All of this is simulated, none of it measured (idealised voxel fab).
A process module follows: voxel capacitor over wiring.
Square cells of 5 nm make up the cross-section cut, whose width is 255 nm.
Cross-sections here: square-cell grids, written as top-down lists of bands, a band being one or more rows of cells. Look at the band entry: it leads with the top's height and the bottom's height in nm. Then it lists the materials left to right, with a width in nm for each. The word "everywhere" on a single material says that material fills the band edge to edge. The word "air" is empty space. Below 0: as-received wafer, all one material; heights counted from there. Lowest band: no bottom, goes on down, written "0 and below". Note: "30..40" means the width goes from the first number (top row of the band) to the second number (bottom row) in equal steps per row of cells. The designation "left unchanged", where it is given for a processing step, indicates that no cell of the cross-section was altered in the course of that step. Empty spaces without an open route to the top, at least 8 cells in extent, make up the entry "Catalogued sealed voids"; each is given as width x height at distance, where the distance is measured from the left edge, and all are in nm. Step line, after settings: the simulator's comment on this step. overlay nm: on a step with a mask, how far right of its planned place the mask lay; negative means left. For the reader: what remains of this document is a series of pairs, each showing a cross-section before one process step and a cross-section after that step which reaches down only to the lowest band that changed, with the step between them and its settings set out under the pair. It should not be assumed that a pair continues from the pair above it; the pairs can come from different runs of this module on the same starting wafer, and such continuity exists only where the entry headed "Status quo ante" says so.
Status quo ante
    0 and below | Si everywhere
    Catalogued sealed voids: none
As Processed
    15 down to 0 | SiO2 everywhere
    below 0: unchanged
    Catalogued sealed voids: none
Between before and after above, the operation and settings are CONFORMAL_DEP | material SiO2 | thk nm 15
Status quo ante: The pre-step condition corresponds to the post-step cross-section depicted in the pair directly above.
As Processed
    20 down to 15 | TiN everywhere
    below 15: unchanged
    Catalogued sealed voids: none
Between before and after above, the operation and settings are DIRECTIONAL_DEP | material TiN | thk nm 5
Status quo ante: The pre-step condition corresponds to the post-step cross-section depicted in the pair directly above.
As Processed
    35 down to 20 | Ru everywhere
    below 20: unchanged
    Catalogued sealed voids: none
Between before and after above, the operation and settings are DIRECTIONAL_DEP | material Ru | thk nm 15
Status quo ante: The pre-step condition corresponds to the post-step cross-section depicted in the pair directly above.
As Processed
    50 down to 35 | 65 of air | 30 of resist | 65 of air | 30 of resist | 65 of air
    below 35: unchanged
    Catalogued sealed voids: none
Between before and after above, the operation and settings are PATTERN | tone cover | mask id METAL_1 | material resist | width nm 30 | pitch nm 95 | thk nm 15 | overlay nm 0
Status quo ante: The pre-step condition corresponds to the post-step cross-section depicted in the pair directly above.
As Processed
    50 down to 35 | 65 of air | 30 of resist | 65 of air | 30 of resist | 65 of air
    35 down to 20 | 65 of air | 30 of Ru | 65 of air | 30 of Ru | 65 of air
    below 20: unchanged
    Catalogued sealed voids: none
Between before and after above, the operation and settings are DIRECTIONAL_ETCH | etch materials Ru | depth nm 15
Status quo ante: The pre-step condition corresponds to the post-step cross-section depicted in the pair directly above.
As Processed
    50 down to 35 | 65 of air | 30 of resist | 65 of air | 30 of resist | 65 of air
    35 down to 20 | 65 of air | 30 of Ru | 65 of air | 30 of Ru | 65 of air
    20 down to 15 | 65 of air | 30 of TiN | 65 of air | 30 of TiN | 65 of air
    below 15: unchanged
    Catalogued sealed voids: none
Between before and after above, the operation and settings are DIRECTIONAL_ETCH | etch materials TiN | depth nm 5
Status quo ante: The pre-step condition corresponds to the post-step cross-section depicted in the pair directly above.
As Processed
    35 down to 20 | 65 of air | 30 of Ru | 65 of air | 30 of Ru | 65 of air
    below 20: unchanged
    Catalogued sealed voids: none
Between before and after above, the operation and settings are STRIP | etch materials resist
Status quo ante: The pre-step condition corresponds to the post-step cross-section depicted in the pair directly above.
As Processed
    40 down to 35 | lowk everywhere
    35 down to 20 | 65 of lowk | 30 of Ru | 65 of lowk | 30 of Ru | 65 of lowk
    20 down to 15 | 65 of lowk | 30 of TiN | 65 of lowk | 30 of TiN | 65 of lowk
    below 15: unchanged
    Catalogued sealed voids: none
Between before and after above, the operation and settings are FILL_DEP | material lowk | thk nm 5
Status quo ante: The pre-step condition corresponds to the post-step cross-section depicted in the pair directly above.
As Processed
    35 down to 20 | 65 of lowk | 30 of Ru | 65 of lowk | 30 of Ru | 65 of lowk
    below 20: unchanged
    Catalogued sealed voids: none
Between before and after above, the operation and settings are CMP | height nm 35
Status quo ante: The pre-step condition corresponds to the post-step cross-section depicted in the pair directly above.
As Processed
    40 down to 35 | SiCN everywhere
    below 35: unchanged
    Catalogued sealed voids: none
Between before and after above, the operation and settings are CONFORMAL_DEP | material SiCN | thk nm 5
Status quo ante: The pre-step condition corresponds to the post-step cross-section depicted in the pair directly above.
As Processed
    50 down to 40 | SiO2 everywhere
    below 40: unchanged
    Catalogued sealed voids: none
Between before and after above, the operation and settings are DIRECTIONAL_DEP | material SiO2 | thk nm 10
Status quo ante: The pre-step condition corresponds to the post-step cross-section depicted in the pair directly above.
As Processed
    50 down to 40 | 80 of SiO2 | 15 of air | 160 of SiO2
    below 40: unchanged
    Catalogued sealed voids: none
Between before and after above, the operation and settings are MASKED_ETCH | tone open | mask id PLUG_1 | width nm 15 | etch materials SiO2 | depth nm 10 | overlay nm 0
Status quo ante: The pre-step condition corresponds to the post-step cross-section depicted in the pair directly above.
As Processed
    50 down to 40 | 80 of SiO2 | 15 of air | 160 of SiO2
    40 down to 35 | 80 of SiCN | 15 of air | 160 of SiCN
    below 35: unchanged
    Catalogued sealed voids: none
Between before and after above, the operation and settings are MASKED_ETCH | tone open | mask id PLUG_1 | width nm 15 | etch materials SiCN | depth nm 5 | overlay nm 0
Status quo ante: The pre-step condition corresponds to the post-step cross-section depicted in the pair directly above.
As Processed
    50 down to 45 | 80 of SiO2 | 15 of air | 160 of SiO2
    45 down to 40 | 80 of SiO2 | 15 of Ru | 160 of SiO2
    40 down to 35 | 80 of SiCN | 15 of Ru | 160 of SiCN
    below 35: unchanged
    Catalogued sealed voids: none
Between before and after above, the operation and settings are EPI | material Ru | thk nm 10
Status quo ante: The pre-step condition corresponds to the post-step cross-section depicted in the pair directly above.
As Processed
    50 down to 40 | 80 of SiO2 | 15 of Ru | 160 of SiO2
    below 40: unchanged
    Catalogued sealed voids: none
Between before and after above, the operation and settings are EPI | material Ru | thk nm 5
Status quo ante: The pre-step condition corresponds to the post-step cross-section depicted in the pair directly above.
As Processed
    55 down to 50 | TiN everywhere
    below 50: unchanged
    Catalogued sealed voids: none
Between before and after above, the operation and settings are DIRECTIONAL_DEP | material TiN | thk nm 5
Status quo ante: The pre-step condition corresponds to the post-step cross-section depicted in the pair directly above.
As Processed
    60 down to 55 | HfO2 everywhere
    below 55: unchanged
    Catalogued sealed voids: none
Between before and after above, the operation and settings are DIRECTIONAL_DEP | material HfO2 | thk nm 5
Status quo ante: The pre-step condition corresponds to the post-step cross-section depicted in the pair directly above.
As Processed
    65 down to 60 | TiN everywhere
    below 60: unchanged
    Catalogued sealed voids: none
Between before and after above, the operation and settings are DIRECTIONAL_DEP | material TiN | thk nm 5
Status quo ante: The pre-step condition corresponds to the post-step cross-section depicted in the pair directly above.
As Processed
    75 down to 65 | aC everywhere
    below 65: unchanged
    Catalogued sealed voids: none
Between before and after above, the operation and settings are DIRECTIONAL_DEP | material aC | thk nm 10
Status quo ante: The pre-step condition corresponds to the post-step cross-section depicted in the pair directly above.
As Processed
    100 down to 75 | 80 of air | 70 of resist | 105 of air
    below 75: unchanged
    Catalogued sealed voids: none
Between before and after above, the operation and settings are PATTERN | tone cover | mask id UPPER_PLATE | material resist | width nm 70 | thk nm 25 | overlay nm 0
Status quo ante: The pre-step condition corresponds to the post-step cross-section depicted in the pair directly above.
As Processed
    90 down to 75 | 80 of air | 70 of resist | 105 of air
    75 down to 65 | 80 of air | 70 of aC | 105 of air
    below 65: unchanged
    Catalogued sealed voids: none
Between before and after above, the operation and settings are DIRECTIONAL_ETCH | etch materials aC | depth nm 10
Status quo ante: The pre-step condition corresponds to the post-step cross-section depicted in the pair directly above.
As Processed
    75 down to 65 | 80 of air | 70 of aC | 105 of air
    below 65: unchanged
    Catalogued sealed voids: none
Between before and after above, the operation and settings are STRIP | etch materials resist
Status quo ante: The pre-step condition corresponds to the post-step cross-section depicted in the pair directly above.
As Processed
    75 down to 65 | 80 of air | 70 of aC | 105 of air
    65 down to 60 | 80 of air | 70 of TiN | 105 of air
    below 60: unchanged
    Catalogued sealed voids: none
Between before and after above, the operation and settings are DIRECTIONAL_ETCH | etch materials TiN | depth nm 5
Status quo ante: The pre-step condition corresponds to the post-step cross-section depicted in the pair directly above.
As Processed
    75 down to 65 | 80 of air | 70 of aC | 105 of air
    65 down to 60 | 80 of air | 70 of TiN | 105 of air
    60 down to 55 | 80 of air | 70 of HfO2 | 105 of air
    below 55: unchanged
    Catalogued sealed voids: none
Between before and after above, the operation and settings are DIRECTIONAL_ETCH | etch materials HfO2 | depth nm 5
Status quo ante: The pre-step condition corresponds to the post-step cross-section depicted in the pair directly above.
As Processed
    65 down to 60 | 80 of air | 70 of TiN | 105 of air
    below 60: unchanged
    Catalogued sealed voids: none
Between before and after above, the operation and settings are STRIP | etch materials aC
Status quo ante: The pre-step condition corresponds to the post-step cross-section depicted in the pair directly above.
As Processed
    80 down to 65 | 75 of air | 80 of resist | 100 of air
    65 down to 60 | 75 of air | 5 of resist | 70 of TiN | 5 of resist | 100 of air
    60 down to 55 | 75 of air | 5 of resist | 70 of HfO2 | 5 of resist | 100 of air
    below 55: unchanged
    Catalogued sealed voids: none
Between before and after above, the operation and settings are PATTERN | tone cover | mask id LOWER_PLATE | material resist | width nm 80 | thk nm 15 | overlay nm 0
Status quo ante: The pre-step condition corresponds to the post-step cross-section depicted in the pair directly above.
As Processed
    80 down to 65 | 75 of air | 80 of resist | 100 of air
    65 down to 60 | 75 of air | 5 of resist | 70 of TiN | 5 of resist | 100 of air
    60 down to 55 | 75 of air | 5 of resist | 70 of HfO2 | 5 of resist | 100 of air
    55 down to 50 | 75 of air | 80 of TiN | 100 of air
    below 50: unchanged
    Catalogued sealed voids: none
Between before and after above, the operation and settings are DIRECTIONAL_ETCH | etch materials TiN | depth nm 5
Status quo ante: The pre-step condition corresponds to the post-step cross-section depicted in the pair directly above.
As Processed
    65 down to 60 | 80 of air | 70 of TiN | 105 of air
    60 down to 55 | 80 of air | 70 of HfO2 | 105 of air
    below 55: unchanged
    Catalogued sealed voids: none
Between before and after above, the operation and settings are STRIP | etch materials resist
Status quo ante: The pre-step condition corresponds to the post-step cross-section depicted in the pair directly above.
As Processed
    80 down to 65 | SiO2 everywhere
    65 down to 60 | 80 of SiO2 | 70 of TiN | 105 of SiO2
    60 down to 55 | 80 of SiO2 | 70 of HfO2 | 105 of SiO2
    55 down to 50 | 75 of SiO2 | 80 of TiN | 100 of SiO2
    below 50: unchanged
    Catalogued sealed voids: none
Between before and after above, the operation and settings are FILL_DEP | material SiO2 | thk nm 15
Status quo ante: The pre-step condition corresponds to the post-step cross-section depicted in the pair directly above.
As Processed
    75 down to 65 | SiO2 everywhere
    below 65: unchanged
    Catalogued sealed voids: none
Between before and after above, the operation and settings are CMP | height nm 75
Status quo ante: The pre-step condition corresponds to the post-step cross-section depicted in the pair directly above.
As Processed
    90 down to 75 | 90 of resist | 15 of air | 150 of resist
    below 75: unchanged
    Catalogued sealed voids: none
Between before and after above, the operation and settings are PATTERN | tone open | mask id PLUG_2 | material resist | width nm 15 | thk nm 15 | overlay nm 0
Status quo ante: The pre-step condition corresponds to the post-step cross-section depicted in the pair directly above.
As Processed
    90 down to 75 | 90 of resist | 15 of air | 150 of resist
    75 down to 65 | 90 of SiO2 | 15 of air | 150 of SiO2
    below 65: unchanged
    Catalogued sealed voids: none
Between before and after above, the operation and settings are DIRECTIONAL_ETCH | etch materials SiO2 | depth nm 10
Status quo ante: The pre-step condition corresponds to the post-step cross-section depicted in the pair directly above.
As Processed
    75 down to 65 | 90 of SiO2 | 15 of air | 150 of SiO2
    below 65: unchanged
    Catalogued sealed voids: none
Between before and after above, the operation and settings are STRIP | etch materials resist
Status quo ante: The pre-step condition corresponds to the post-step cross-section depicted in the pair directly above.
As Processed
    80 down to 75 | 95 of TiN | 5 of air | 155 of TiN
    75 down to 70 | 90 of SiO2 | 5 of TiN | 5 of air | 5 of TiN | 150 of SiO2
    70 down to 60 | 90..80 of SiO2 | 15..70 of TiN | 150..105 of SiO2
    below 60: unchanged
    Catalogued sealed voids: none
Between before and after above, the operation and settings are CONFORMAL_DEP | material TiN | thk nm 5
Status quo ante: The pre-step condition corresponds to the post-step cross-section depicted in the pair directly above.
As Processed
    90 down to 80 | Cu everywhere
    80 down to 75 | 95 of TiN | 5 of Cu | 155 of TiN
    75 down to 70 | 90 of SiO2 | 5 of TiN | 5 of Cu | 5 of TiN | 150 of SiO2
    below 70: unchanged
    Catalogued sealed voids: none
Between before and after above, the operation and settings are FILL_DEP | material Cu | thk nm 10
Status quo ante: The pre-step condition corresponds to the post-step cross-section depicted in the pair directly above.
As Processed
    75 down to 70 | 90 of SiO2 | 5 of TiN | 5 of Cu | 5 of TiN | 150 of SiO2
    below 70: unchanged
    Catalogued sealed voids: none
Between before and after above, the operation and settings are CMP | height nm 75
Status quo ante: The pre-step condition corresponds to the post-step cross-section depicted in the pair directly above.
As Processed
    80 down to 75 | SiCN everywhere
    below 75: unchanged
    Catalogued sealed voids: none
Between before and after above, the operation and settings are CONFORMAL_DEP | material SiCN | thk nm 5
Status quo ante
    50 down to 40 | 80 of SiO2 | 15 of Ru | 160 of SiO2
    40 down to 35 | 80 of SiCN | 15 of Ru | 160 of SiCN
    35 down to 20 | 65 of lowk | 30 of Ru | 65 of lowk | 30 of Ru | 65 of lowk
    20 down to 15 | 65 of lowk | 30 of TiN | 65 of lowk | 30 of TiN | 65 of lowk
    15 down to 0 | SiO2 everywhere
    0 and below | Si everywhere
    Catalogued sealed voids: none
As Processed
    55 down to 50 | HfO2 everywhere
    below 50: unchanged
    Catalogued sealed voids: none
Between before and after above, the operation and settings are DIRECTIONAL_DEP | material HfO2 | thk nm 5
Status quo ante: The pre-step condition corresponds to the post-step cross-section depicted in the pair directly above.
As Processed
    60 down to 55 | TiN everywhere
    below 55: unchanged
    Catalogued sealed voids: none
Between before and after above, the operation and settings are DIRECTIONAL_DEP | material TiN | thk nm 5
Status quo ante: The pre-step condition corresponds to the post-step cross-section depicted in the pair directly above.
As Processed
    70 down to 60 | aC everywhere
    below 60: unchanged
    Catalogued sealed voids: none
Between before and after above, the operation and settings are DIRECTIONAL_DEP | material aC | thk nm 10
Status quo ante: The pre-step condition corresponds to the post-step cross-section depicted in the pair directly above.
As Processed
    95 down to 70 | 80 of air | 70 of resist | 105 of air
    below 70: unchanged
    Catalogued sealed voids: none
Between before and after above, the operation and settings are PATTERN | tone cover | mask id UPPER_PLATE | material resist | width nm 70 | thk nm 25 | overlay nm 0
Status quo ante: The pre-step condition corresponds to the post-step cross-section depicted in the pair directly above.
As Processed
    85 down to 70 | 80 of air | 70 of resist | 105 of air
    70 down to 60 | 80 of air | 70 of aC | 105 of air
    below 60: unchanged
    Catalogued sealed voids: none
Between before and after above, the operation and settings are DIRECTIONAL_ETCH | etch materials aC | depth nm 10
Status quo ante: The pre-step condition corresponds to the post-step cross-section depicted in the pair directly above.
As Processed
    70 down to 60 | 80 of air | 70 of aC | 105 of air
    below 60: unchanged
    Catalogued sealed voids: none
Between before and after above, the operation and settings are STRIP | etch materials resist
Status quo ante: The pre-step condition corresponds to the post-step cross-section depicted in the pair directly above.
As Processed
    70 down to 60 | 80 of air | 70 of aC | 105 of air
    60 down to 55 | 80 of air | 70 of TiN | 105 of air
    below 55: unchanged
    Catalogued sealed voids: none
Between before and after above, the operation and settings are DIRECTIONAL_ETCH | etch materials TiN | depth nm 5
Status quo ante: The pre-step condition corresponds to the post-step cross-section depicted in the pair directly above.
As Processed
    70 down to 60 | 80 of air | 70 of aC | 105 of air
    60 down to 55 | 80 of air | 70 of TiN | 105 of air
    55 down to 50 | 80 of air | 70 of HfO2 | 105 of air
    below 50: unchanged
    Catalogued sealed voids: none
Between before and after above, the operation and settings are DIRECTIONAL_ETCH | etch materials HfO2 | depth nm 5
Status quo ante: The pre-step condition corresponds to the post-step cross-section depicted in the pair directly above.
As Processed
    60 down to 55 | 80 of air | 70 of TiN | 105 of air
    below 55: unchanged
    Catalogued sealed voids: none
Between before and after above, the operation and settings are STRIP | etch materials aC
Status quo ante: The pre-step condition corresponds to the post-step cross-section depicted in the pair directly above.
As Processed
    75 down to 60 | 75 of air | 80 of resist | 100 of air
    60 down to 55 | 75 of air | 5 of resist | 70 of TiN | 5 of resist | 100 of air
    55 down to 50 | 75 of air | 5 of resist | 70 of HfO2 | 5 of resist | 100 of air
    below 50: unchanged
    Catalogued sealed voids: none
Between before and after above, the operation and settings are PATTERN | tone cover | mask id LOWER_PLATE | material resist | width nm 80 | thk nm 15 | overlay nm 0
Status quo ante: The pre-step condition corresponds to the post-step cross-section depicted in the pair directly above.
As Processed
    60 down to 55 | 80 of air | 70 of TiN | 105 of air
    55 down to 50 | 80 of air | 70 of HfO2 | 105 of air
    below 50: unchanged
    Catalogued sealed voids: none
Between before and after above, the operation and settings are STRIP | etch materials resist
Status quo ante: The pre-step condition corresponds to the post-step cross-section depicted in the pair directly above.
As Processed
    75 down to 60 | SiO2 everywhere
    60 down to 55 | 80 of SiO2 | 70 of TiN | 105 of SiO2
    55 down to 50 | 80 of SiO2 | 70 of HfO2 | 105 of SiO2
    below 50: unchanged
    Catalogued sealed voids: none
Between before and after above, the operation and settings are FILL_DEP | material SiO2 | thk nm 15
Status quo ante: The pre-step condition corresponds to the post-step cross-section depicted in the pair directly above.
As Processed
    90 down to 75 | 90 of resist | 15 of air | 150 of resist
    below 75: unchanged
    Catalogued sealed voids: none
Between before and after above, the operation and settings are PATTERN | tone open | mask id PLUG_2 | material resist | width nm 15 | thk nm 15 | overlay nm 0
Status quo ante: The pre-step condition corresponds to the post-step cross-section depicted in the pair directly above.
As Processed
    90 down to 75 | 90 of resist | 15 of air | 150 of resist
    75 down to 65 | 90 of SiO2 | 15 of air | 150 of SiO2
    below 65: unchanged
    Catalogued sealed voids: none
Between before and after above, the operation and settings are DIRECTIONAL_ETCH | etch materials SiO2 | depth nm 10
Status quo ante: The pre-step condition corresponds to the post-step cross-section depicted in the pair directly above.
As Processed
    75 down to 65 | 90 of SiO2 | 15 of air | 150 of SiO2
    below 65: unchanged
    Catalogued sealed voids: none
Between before and after above, the operation and settings are STRIP | etch materials resist
Status quo ante: The pre-step condition corresponds to the post-step cross-section depicted in the pair directly above.
As Processed
    80 down to 75 | 95 of TiN | 5 of air | 155 of TiN
    75 down to 70 | 90 of SiO2 | 5 of TiN | 5 of air | 5 of TiN | 150 of SiO2
    70 down to 65 | 90 of SiO2 | 15 of TiN | 150 of SiO2
    below 65: unchanged
    Catalogued sealed voids: none
Between before and after above, the operation and settings are CONFORMAL_DEP | material TiN | thk nm 5
Status quo ante: The pre-step condition corresponds to the post-step cross-section depicted in the pair directly above.
As Processed
    90 down to 80 | Cu everywhere
    80 down to 75 | 95 of TiN | 5 of Cu | 155 of TiN
    75 down to 70 | 90 of SiO2 | 5 of TiN | 5 of Cu | 5 of TiN | 150 of SiO2
    below 70: unchanged
    Catalogued sealed voids: none
Between before and after above, the operation and settings are FILL_DEP | material Cu | thk nm 10
Status quo ante: The pre-step condition corresponds to the post-step cross-section depicted in the pair directly above.
As Processed
    75 down to 70 | 90 of SiO2 | 5 of TiN | 5 of Cu | 5 of TiN | 150 of SiO2
    below 70: unchanged
    Catalogued sealed voids: none
Between before and after above, the operation and settings are CMP | height nm 75
Status quo ante: The pre-step condition corresponds to the post-step cross-section depicted in the pair directly above.
As Processed
    80 down to 75 | SiCN everywhere
    below 75: unchanged
    Catalogued sealed voids: none
Between before and after above, the operation and settings are CONFORMAL_DEP | material SiCN | thk nm 5
Status quo ante
    15 down to 0 | SiO2 everywhere
    0 and below | Si everywhere
    Catalogued sealed voids: none
As Processed
    30 down to 0 | SiO2 everywhere
    below 0: unchanged
    Catalogued sealed voids: none
Between before and after above, the operation and settings are CONFORMAL_DEP | material SiO2 | thk nm 15
Status quo ante: The pre-step condition corresponds to the post-step cross-section depicted in the pair directly above.
As Processed
    35 down to 30 | TiN everywhere
    below 30: unchanged
    Catalogued sealed voids: none
Between before and after above, the operation and settings are DIRECTIONAL_DEP | material TiN | thk nm 5
Status quo ante: The pre-step condition corresponds to the post-step cross-section depicted in the pair directly above.
As Processed
    50 down to 35 | Ru everywhere
    below 35: unchanged
    Catalogued sealed voids: none
Between before and after above, the operation and settings are DIRECTIONAL_DEP | material Ru | thk nm 15
Status quo ante: The pre-step condition corresponds to the post-step cross-section depicted in the pair directly above.
As Processed
    65 down to 50 | 65 of air | 30 of resist | 65 of air | 30 of resist | 65 of air
    below 50: unchanged
    Catalogued sealed voids: none
Between before and after above, the operation and settings are PATTERN | tone cover | mask id METAL_1 | material resist | width nm 30 | pitch nm 95 | thk nm 15 | overlay nm 0
Status quo ante: The pre-step condition corresponds to the post-step cross-section depicted in the pair directly above.
As Processed
    65 down to 50 | 65 of air | 30 of resist | 65 of air | 30 of resist | 65 of air
    50 down to 35 | 65 of air | 30 of Ru | 65 of air | 30 of Ru | 65 of air
    below 35: unchanged
    Catalogued sealed voids: none
Between before and after above, the operation and settings are DIRECTIONAL_ETCH | etch materials Ru | depth nm 15
Status quo ante: The pre-step condition corresponds to the post-step cross-section depicted in the pair directly above.
As Processed
    65 down to 50 | 65 of air | 30 of resist | 65 of air | 30 of resist | 65 of air
    50 down to 35 | 65 of air | 30 of Ru | 65 of air | 30 of Ru | 65 of air
    35 down to 30 | 65 of air | 30 of TiN | 65 of air | 30 of TiN | 65 of air
    below 30: unchanged
    Catalogued sealed voids: none
Between before and after above, the operation and settings are DIRECTIONAL_ETCH | etch materials TiN | depth nm 5
Status quo ante: The pre-step condition corresponds to the post-step cross-section depicted in the pair directly above.
As Processed
    50 down to 35 | 65 of air | 30 of Ru | 65 of air | 30 of Ru | 65 of air
    below 35: unchanged
    Catalogued sealed voids: none
Between before and after above, the operation and settings are STRIP | etch materials resist
Status quo ante: The pre-step condition corresponds to the post-step cross-section depicted in the pair directly above.
As Processed
    55 down to 50 | lowk everywhere
    50 down to 35 | 65 of lowk | 30 of Ru | 65 of lowk | 30 of Ru | 65 of lowk
    35 down to 30 | 65 of lowk | 30 of TiN | 65 of lowk | 30 of TiN | 65 of lowk
    below 30: unchanged
    Catalogued sealed voids: none
Between before and after above, the operation and settings are FILL_DEP | material lowk | thk nm 5
Status quo ante: The pre-step condition corresponds to the post-step cross-section depicted in the pair directly above.
As Processed
    35 down to 30 | 65 of lowk | 30 of TiN | 65 of lowk | 30 of TiN | 65 of lowk
    below 30: unchanged
    Catalogued sealed voids: none
Between before and after above, the operation and settings are CMP | height nm 35
Status quo ante: The pre-step condition corresponds to the post-step cross-section depicted in the pair directly above.
As Processed
    40 down to 35 | SiCN everywhere
    below 35: unchanged
    Catalogued sealed voids: none
Between before and after above, the operation and settings are CONFORMAL_DEP | material SiCN | thk nm 5
Status quo ante: The pre-step condition corresponds to the post-step cross-section depicted in the pair directly above.
As Processed
    50 down to 40 | SiO2 everywhere
    below 40: unchanged
    Catalogued sealed voids: none
Between before and after above, the operation and settings are DIRECTIONAL_DEP | material SiO2 | thk nm 10
Status quo ante: The pre-step condition corresponds to the post-step cross-section depicted in the pair directly above.
As Processed
    50 down to 40 | 80 of SiO2 | 15 of air | 160 of SiO2
    below 40: unchanged
    Catalogued sealed voids: none
Between before and after above, the operation and settings are MASKED_ETCH | tone open | mask id PLUG_1 | width nm 15 | etch materials SiO2 | depth nm 10 | overlay nm 0
Status quo ante: The pre-step condition corresponds to the post-step cross-section depicted in the pair directly above.
As Processed
    50 down to 40 | 80 of SiO2 | 15 of air | 160 of SiO2
    40 down to 35 | 80 of SiCN | 15 of air | 160 of SiCN
    below 35: unchanged
    Catalogued sealed voids: none
Between before and after above, the operation and settings are MASKED_ETCH | tone open | mask id PLUG_1 | width nm 15 | etch materials SiCN | depth nm 5 | overlay nm 0
Status quo ante: The pre-step condition corresponds to the post-step cross-section depicted in the pair directly above.
As Processed
    50 down to 45 | 80 of SiO2 | 15 of air | 160 of SiO2
    45 down to 40 | 80 of SiO2 | 15 of Ru | 160 of SiO2
    40 down to 35 | 80 of SiCN | 15 of Ru | 160 of SiCN
    below 35: unchanged
    Catalogued sealed voids: none
Between before and after above, the operation and settings are EPI | material Ru | thk nm 10
Status quo ante: The pre-step condition corresponds to the post-step cross-section depicted in the pair directly above.
As Processed
    50 down to 40 | 80 of SiO2 | 15 of Ru | 160 of SiO2
    below 40: unchanged
    Catalogued sealed voids: none
Between before and after above, the operation and settings are EPI | material Ru | thk nm 5
Status quo ante: The pre-step condition corresponds to the post-step cross-section depicted in the pair directly above.
As Processed
    55 down to 50 | TiN everywhere
    below 50: unchanged
    Catalogued sealed voids: none
Between before and after above, the operation and settings are DIRECTIONAL_DEP | material TiN | thk nm 5
Status quo ante: The pre-step condition corresponds to the post-step cross-section depicted in the pair directly above.
As Processed
    60 down to 55 | HfO2 everywhere
    below 55: unchanged
    Catalogued sealed voids: none
Between before and after above, the operation and settings are DIRECTIONAL_DEP | material HfO2 | thk nm 5
Status quo ante: The pre-step condition corresponds to the post-step cross-section depicted in the pair directly above.
As Processed
    65 down to 60 | TiN everywhere
    below 60: unchanged
    Catalogued sealed voids: none
Between before and after above, the operation and settings are DIRECTIONAL_DEP | material TiN | thk nm 5
Status quo ante: The pre-step condition corresponds to the post-step cross-section depicted in the pair directly above.
As Processed
    75 down to 65 | aC everywhere
    below 65: unchanged
    Catalogued sealed voids: none
Between before and after above, the operation and settings are DIRECTIONAL_DEP | material aC | thk nm 10
Status quo ante: The pre-step condition corresponds to the post-step cross-section depicted in the pair directly above.
As Processed
    100 down to 75 | 80 of air | 70 of resist | 105 of air
    below 75: unchanged
    Catalogued sealed voids: none
Between before and after above, the operation and settings are PATTERN | tone cover | mask id UPPER_PLATE | material resist | width nm 70 | thk nm 25 | overlay nm 0
Status quo ante: The pre-step condition corresponds to the post-step cross-section depicted in the pair directly above.
As Processed
    90 down to 75 | 80 of air | 70 of resist | 105 of air
    75 down to 65 | 80 of air | 70 of aC | 105 of air
    below 65: unchanged
    Catalogued sealed voids: none
Between before and after above, the operation and settings are DIRECTIONAL_ETCH | etch materials aC | depth nm 10
Status quo ante: The pre-step condition corresponds to the post-step cross-section depicted in the pair directly above.
As Processed
    75 down to 65 | 80 of air | 70 of aC | 105 of air
    below 65: unchanged
    Catalogued sealed voids: none
Between before and after above, the operation and settings are STRIP | etch materials resist
Status quo ante: The pre-step condition corresponds to the post-step cross-section depicted in the pair directly above.
As Processed
    75 down to 65 | 80 of air | 70 of aC | 105 of air
    65 down to 60 | 80 of air | 70 of TiN | 105 of air
    below 60: unchanged
    Catalogued sealed voids: none
Between before and after above, the operation and settings are DIRECTIONAL_ETCH | etch materials TiN | depth nm 5
Status quo ante: The pre-step condition corresponds to the post-step cross-section depicted in the pair directly above.
As Processed
    75 down to 65 | 80 of air | 70 of aC | 105 of air
    65 down to 60 | 80 of air | 70 of TiN | 105 of air
    60 down to 55 | 80 of air | 70 of HfO2 | 105 of air
    below 55: unchanged
    Catalogued sealed voids: none
Between before and after above, the operation and settings are DIRECTIONAL_ETCH | etch materials HfO2 | depth nm 5
Status quo ante: The pre-step condition corresponds to the post-step cross-section depicted in the pair directly above.
As Processed
    65 down to 60 | 80 of air | 70 of TiN | 105 of air
    below 60: unchanged
    Catalogued sealed voids: none
Between before and after above, the operation and settings are STRIP | etch materials aC
Status quo ante: The pre-step condition corresponds to the post-step cross-section depicted in the pair directly above.
As Processed
    80 down to 65 | 75 of air | 80 of resist | 100 of air
    65 down to 60 | 75 of air | 5 of resist | 70 of TiN | 5 of resist | 100 of air
    60 down to 55 | 75 of air | 5 of resist | 70 of HfO2 | 5 of resist | 100 of air
    below 55: unchanged
    Catalogued sealed voids: none
Between before and after above, the operation and settings are PATTERN | tone cover | mask id LOWER_PLATE | material resist | width nm 80 | thk nm 15 | overlay nm 0
Status quo ante: The pre-step condition corresponds to the post-step cross-section depicted in the pair directly above.
As Processed
    80 down to 65 | 75 of air | 80 of resist | 100 of air
    65 down to 60 | 75 of air | 5 of resist | 70 of TiN | 5 of resist | 100 of air
    60 down to 55 | 75 of air | 5 of resist | 70 of HfO2 | 5 of resist | 100 of air
    55 down to 50 | 75 of air | 80 of TiN | 100 of air
    below 50: unchanged
    Catalogued sealed voids: none
Between before and after above, the operation and settings are DIRECTIONAL_ETCH | etch materials TiN | depth nm 5
Status quo ante: The pre-step condition corresponds to the post-step cross-section depicted in the pair directly above.
As Processed
    65 down to 60 | 80 of air | 70 of TiN | 105 of air
    60 down to 55 | 80 of air | 70 of HfO2 | 105 of air
    below 55: unchanged
    Catalogued sealed voids: none
Between before and after above, the operation and settings are STRIP | etch materials resist
Status quo ante: The pre-step condition corresponds to the post-step cross-section depicted in the pair directly above.
As Processed
    80 down to 65 | SiO2 everywhere
    65 down to 60 | 80 of SiO2 | 70 of TiN | 105 of SiO2
    60 down to 55 | 80 of SiO2 | 70 of HfO2 | 105 of SiO2
    55 down to 50 | 75 of SiO2 | 80 of TiN | 100 of SiO2
    below 50: unchanged
    Catalogued sealed voids: none
Between before and after above, the operation and settings are FILL_DEP | material SiO2 | thk nm 15
Status quo ante: The pre-step condition corresponds to the post-step cross-section depicted in the pair directly above.
As Processed
    75 down to 65 | SiO2 everywhere
    below 65: unchanged
    Catalogued sealed voids: none
Between before and after above, the operation and settings are CMP | height nm 75
Status quo ante: The pre-step condition corresponds to the post-step cross-section depicted in the pair directly above.
As Processed
    90 down to 75 | 90 of resist | 15 of air | 150 of resist
    below 75: unchanged
    Catalogued sealed voids: none
Between before and after above, the operation and settings are PATTERN | tone open | mask id PLUG_2 | material resist | width nm 15 | thk nm 15 | overlay nm 0
Status quo ante: The pre-step condition corresponds to the post-step cross-section depicted in the pair directly above.
As Processed
    90 down to 75 | 90 of resist | 15 of air | 150 of resist
    75 down to 65 | 90 of SiO2 | 15 of air | 150 of SiO2
    below 65: unchanged
    Catalogued sealed voids: none
Between before and after above, the operation and settings are DIRECTIONAL_ETCH | etch materials SiO2 | depth nm 10
Status quo ante: The pre-step condition corresponds to the post-step cross-section depicted in the pair directly above.
As Processed
    75 down to 65 | 90 of SiO2 | 15 of air | 150 of SiO2
    below 65: unchanged
    Catalogued sealed voids: none
Between before and after above, the operation and settings are STRIP | etch materials resist
